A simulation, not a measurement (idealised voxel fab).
process module | voxel lift off
cross-section cut | 175 nm wide | cells 5 nm
A cross-section is a grid of square cells, given in bands from the top down. A band is one or more rows of cells.
Each band's line starts with the height of the band's top and of its bottom, in nm. Then come its materials from left to right, each with its width in nm. One material with "throughout" fills the band from edge to edge. "air" is empty space.
Height 0 is the level under which the wafer as received is all one material. The lowest band goes on downwards, as in "0 down".
A width such as "30 to 40" changes by the same amount from each row of cells to the next, from the band's top row to its bottom row.
"no change" after a step means that no cell of the cross-section changed.
closed voids: empty space of 8 cells or more with no open way to the top, each as width x height at its distance from the left edge, in nm
after a step's settings: what the simulator itself notes on the step
overlay nm, on a step with a mask: how far to the right of its planned place the mask lay; to the left if negative
plan
1 op RECEIVE | material Si
2 op CONFORMAL_DEP | material SiO2 | thk nm 5
3 op PATTERN | tone open | mask id LINES | material resist | width nm 15 | pitch nm 40 | thk nm 20 | overlay nm 0
4 op DIRECTIONAL_DEP | material Ru | thk nm 5
5 op STRIP | etch materials resist
6 op CONFORMAL_DEP | material SiO2 | thk nm 10
as received, after step 1
  0 down: Si throughout
  closed voids: none
a wafer at the end: this start, this plan, one mistake
  20 to 15: air 10 | SiO2 160 | air 5
  15 to 10: SiO2 throughout
  10 to 5: SiO2 20 | Ru 20 | SiO2 20 | Ru 20 | SiO2 20 | Ru 20 | SiO2 20 | Ru 20 | SiO2 15
  5 to 0: SiO2 throughout
  0 down: Si throughout
  closed voids: none
what went wrong: step 3 ran as: op PATTERN | tone open | mask id LINES | material resist | width nm 20 | pitch nm 40 | thk nm 20 | overlay nm 0
